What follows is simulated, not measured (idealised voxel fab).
Title: Process Module voxel air gaps
In the cross-section labelled cut, the width is 205 nm and each square cell is 5 nm.
Cross-section, as written here: a square-cell grid given band by band from the top down, where a band holds one or more rows of cells. Basically the band line says how high the top is and how high the bottom is, in nm, and then what's in it from left to right, every material with its width in nm. Empty space shows up as "empty", and if a single material carries "all across" it runs the full band edge to edge. Ref level 0: as-received wafer is one material below here. Bottom band extends down with no lower bound ("top 0, no bottom"). Quick explanation for "30..40": the width changes in equal steps down the rows of cells, from the first number in the band's top row to the second number in its bottom row. Reading "no modification" for a step: not a cell of the cross-section changed in it. "Unvented voids" means: voids of 8 cells or more that are shut off from the top with no open way through. Written width x height at distance, distance from the left edge, in nm. That trailing text on a step's line, after the settings, is the simulator's own remark on the step. overlay nm: step with mask; distance mask lay right of planned place; negative value = left of planned place.
Planned step list for the process:
1,RECEIVE (material Si)
2,CONFORMAL_DEP (material SiO2; thk nm 10)
3,CONFORMAL_DEP (material SiCN; thk nm 5)
4,DIRECTIONAL_DEP (material SiO2; thk nm 30)
5,PATTERN (tone open; mask id LINES; material resist; width nm 20; pitch nm 45; thk nm 20; overlay nm 0)
6,DIRECTIONAL_ETCH (etch materials SiO2; depth nm 30)
7,STRIP (etch materials resist)
8,CONFORMAL_DEP (material TiN; thk nm 5)
9,FILL_DEP (material Cu; thk nm 10)
10,CMP (height nm 45)
11,EPI (material Ru; thk nm 10)
12,SELECTIVE_ETCH (etch materials SiO2; depth nm 40)
13,CONFORMAL_DEP (material SiCN; thk nm 5)
Run as planned: first of two wafers:
Cross-sectional view of the wafer in its as-received condition, corresponding to the state after step 1:
    top 0, no bottom = Si all across
    Unvented voids: none
Sectional view: wafer, after step 2:
    top 10, bottom 0 = SiO2 all across
    Below 0, no change.
Sectional view: wafer, after step 3:
    top 15, bottom 10 = SiCN all across
    Below 10, no change.
Sectional view: wafer, after step 4:
    top 45, bottom 15 = SiO2 all across
    Below 15, no change.
Sectional view: wafer, after step 5:
    top 65, bottom 45 = resist: 45 / empty: 20 / resist: 25 / empty: 20 / resist: 25 / empty: 20 / resist: 50
    Below 45, no change.
Sectional view: wafer, after step 6:
    top 65, bottom 45 = resist: 45 / empty: 20 / resist: 25 / empty: 20 / resist: 25 / empty: 20 / resist: 50
    top 45, bottom 15 = SiO2: 45 / empty: 20 / SiO2: 25 / empty: 20 / SiO2: 25 / empty: 20 / SiO2: 50
    Below 15, no change.
Sectional view: wafer, after step 7:
    top 45, bottom 15 = SiO2: 45 / empty: 20 / SiO2: 25 / empty: 20 / SiO2: 25 / empty: 20 / SiO2: 50
    Below 15, no change.
Sectional view: wafer, after step 8:
    top 50, bottom 45 = TiN: 50 / empty: 10 / TiN: 35 / empty: 10 / TiN: 35 / empty: 10 / TiN: 55
    top 45, bottom 20 = SiO2: 45 / TiN: 5 / empty: 10 / TiN: 5 / SiO2: 25 / TiN: 5 / empty: 10 / TiN: 5 / SiO2: 25 / TiN: 5 / empty: 10 / TiN: 5 / SiO2: 50
    top 20, bottom 15 = SiO2: 45 / TiN: 20 / SiO2: 25 / TiN: 20 / SiO2: 25 / TiN: 20 / SiO2: 50
    Below 15, no change.
Sectional view: wafer, after step 9:
    top 60, bottom 50 = Cu all across
    top 50, bottom 45 = TiN: 50 / Cu: 10 / TiN: 35 / Cu: 10 / TiN: 35 / Cu: 10 / TiN: 55
    top 45, bottom 20 = SiO2: 45 / TiN: 5 / Cu: 10 / TiN: 5 / SiO2: 25 / TiN: 5 / Cu: 10 / TiN: 5 / SiO2: 25 / TiN: 5 / Cu: 10 / TiN: 5 / SiO2: 50
    Below 20, no change.
Sectional view: wafer, after step 10:
    top 45, bottom 20 = SiO2: 45 / TiN: 5 / Cu: 10 / TiN: 5 / SiO2: 25 / TiN: 5 / Cu: 10 / TiN: 5 / SiO2: 25 / TiN: 5 / Cu: 10 / TiN: 5 / SiO2: 50
    Below 20, no change.
Sectional view: wafer, after step 11:
    top 55, bottom 45 = empty: 35 / Ru: 40 / empty: 5 / Ru: 40 / empty: 5 / Ru: 40 / empty: 40
    Below 45, no change.
Sectional view: wafer, after step 12:
    top 55, bottom 45 = empty: 35 / Ru: 40 / empty: 5 / Ru: 40 / empty: 5 / Ru: 40 / empty: 40
    top 45, bottom 20 = empty: 45 / TiN: 5 / Cu: 10 / TiN: 5 / empty: 25 / TiN: 5 / Cu: 10 / TiN: 5 / empty: 25 / TiN: 5 / Cu: 10 / TiN: 5 / empty: 50
    top 20, bottom 15 = empty: 45 / TiN: 20 / empty: 25 / TiN: 20 / empty: 25 / TiN: 20 / empty: 50
    Below 15, no change.
Sectional view: wafer, after step 13:
    top 60, bottom 55 = empty: 30 / SiCN: 140 / empty: 35
    top 55, bottom 45 = empty: 30 / SiCN: 5 / Ru: 40 / SiCN: 5 / Ru: 40 / SiCN: 5 / Ru: 40 / SiCN: 5 / empty: 35
    top 45, bottom 40 = empty: 30 / SiCN: 15 / TiN: 5 / Cu: 10 / TiN: 5 / SiCN: 25 / TiN: 5 / Cu: 10 / TiN: 5 / SiCN: 25 / TiN: 5 / Cu: 10 / TiN: 5 / SiCN: 15 / empty: 35
    top 40, bottom 20 = empty: 40 / SiCN: 5 / TiN: 5 / Cu: 10 / TiN: 5 / SiCN: 5 / empty: 15 / SiCN: 5 / TiN: 5 / Cu: 10 / TiN: 5 / SiCN: 5 / empty: 15 / SiCN: 5 / TiN: 5 / Cu: 10 / TiN: 5 / SiCN: 5 / empty: 45
    top 20, bottom 15 = SiCN: 45 / TiN: 20 / SiCN: 25 / TiN: 20 / SiCN: 25 / TiN: 20 / SiCN: 50
    Below 15, no change.
    Unvented voids: 15 x 20 at 70; 15 x 20 at 115
The second wafer: identical to the first at the outset and in its planned sequence, differing only in that one mistake was made during processing; up to and including step 2, its path is the first wafer's path:
The second wafer cut through, at the time step 3 was supposed to be finished:
    top 25, bottom 10 = SiCN all across
    Below 10, no change.
The second wafer cut through, at the time step 4 was supposed to be finished:
    top 55, bottom 25 = SiO2 all across
    Below 25, no change.
The second wafer cut through, at the time step 5 was supposed to be finished:
    top 75, bottom 55 = resist: 45 / empty: 20 / resist: 25 / empty: 20 / resist: 25 / empty: 20 / resist: 50
    Below 55, no change.
The second wafer cut through, at the time step 6 was supposed to be finished:
    top 75, bottom 55 = resist: 45 / empty: 20 / resist: 25 / empty: 20 / resist: 25 / empty: 20 / resist: 50
    top 55, bottom 25 = SiO2: 45 / empty: 20 / SiO2: 25 / empty: 20 / SiO2: 25 / empty: 20 / SiO2: 50
    Below 25, no change.
The second wafer cut through, at the time step 7 was supposed to be finished:
    top 55, bottom 25 = SiO2: 45 / empty: 20 / SiO2: 25 / empty: 20 / SiO2: 25 / empty: 20 / SiO2: 50
    Below 25, no change.
The second wafer cut through, at the time step 8 was supposed to be finished:
    top 60, bottom 55 = TiN: 50 / empty: 10 / TiN: 35 / empty: 10 / TiN: 35 / empty: 10 / TiN: 55
    top 55, bottom 30 = SiO2: 45 / TiN: 5 / empty: 10 / TiN: 5 / SiO2: 25 / TiN: 5 / empty: 10 / TiN: 5 / SiO2: 25 / TiN: 5 / empty: 10 / TiN: 5 / SiO2: 50
    top 30, bottom 25 = SiO2: 45 / TiN: 20 / SiO2: 25 / TiN: 20 / SiO2: 25 / TiN: 20 / SiO2: 50
    Below 25, no change.
The second wafer cut through, at the time step 9 was supposed to be finished:
    top 70, bottom 60 = Cu all across
    top 60, bottom 55 = TiN: 50 / Cu: 10 / TiN: 35 / Cu: 10 / TiN: 35 / Cu: 10 / TiN: 55
    top 55, bottom 30 = SiO2: 45 / TiN: 5 / Cu: 10 / TiN: 5 / SiO2: 25 / TiN: 5 / Cu: 10 / TiN: 5 / SiO2: 25 / TiN: 5 / Cu: 10 / TiN: 5 / SiO2: 50
    Below 30, no change.
The second wafer cut through, at the time step 10 was supposed to be finished:
    top 45, bottom 30 = SiO2: 45 / TiN: 5 / Cu: 10 / TiN: 5 / SiO2: 25 / TiN: 5 / Cu: 10 / TiN: 5 / SiO2: 25 / TiN: 5 / Cu: 10 / TiN: 5 / SiO2: 50
    Below 30, no change.
The second wafer cut through, at the time step 11 was supposed to be finished:
    top 55, bottom 45 = empty: 35 / Ru: 40 / empty: 5 / Ru: 40 / empty: 5 / Ru: 40 / empty: 40
    Below 45, no change.
The second wafer cut through, at the time step 12 was supposed to be finished:
    top 55, bottom 45 = empty: 35 / Ru: 40 / empty: 5 / Ru: 40 / empty: 5 / Ru: 40 / empty: 40
    top 45, bottom 30 = empty: 45 / TiN: 5 / Cu: 10 / TiN: 5 / empty: 25 / TiN: 5 / Cu: 10 / TiN: 5 / empty: 25 / TiN: 5 / Cu: 10 / TiN: 5 / empty: 50
    top 30, bottom 25 = empty: 45 / TiN: 20 / empty: 25 / TiN: 20 / empty: 25 / TiN: 20 / empty: 50
    Below 25, no change.
The second wafer cut through, at the time step 13 was supposed to be finished:
    top 60, bottom 55 = empty: 30 / SiCN: 140 / empty: 35
    top 55, bottom 45 = empty: 30 / SiCN: 5 / Ru: 40 / SiCN: 5 / Ru: 40 / SiCN: 5 / Ru: 40 / SiCN: 5 / empty: 35
    top 45, bottom 40 = empty: 30 / SiCN: 15 / TiN: 5 / Cu: 10 / TiN: 5 / SiCN: 25 / TiN: 5 / Cu: 10 / TiN: 5 / SiCN: 25 / TiN: 5 / Cu: 10 / TiN: 5 / SiCN: 15 / empty: 35
    top 40, bottom 30 = empty: 40 / SiCN: 5 / TiN: 5 / Cu: 10 / TiN: 5 / SiCN: 5 / empty: 15 / SiCN: 5 / TiN: 5 / Cu: 10 / TiN: 5 / SiCN: 5 / empty: 15 / SiCN: 5 / TiN: 5 / Cu: 10 / TiN: 5 / SiCN: 5 / empty: 45
    top 30, bottom 25 = SiCN: 45 / TiN: 20 / SiCN: 25 / TiN: 20 / SiCN: 25 / TiN: 20 / SiCN: 50
    Below 25, no change.
Error vs. plan: contrary to plan, step 3 was performed as CONFORMAL_DEP (material SiCN; thk nm 15)
Count the cells at the end and the second wafer has more or fewer of some materials than the first: -12 Cu, +70 SiCN, -12 TiN
At process end, closed voids number 2 in the first wafer and 0 in the second wafer.
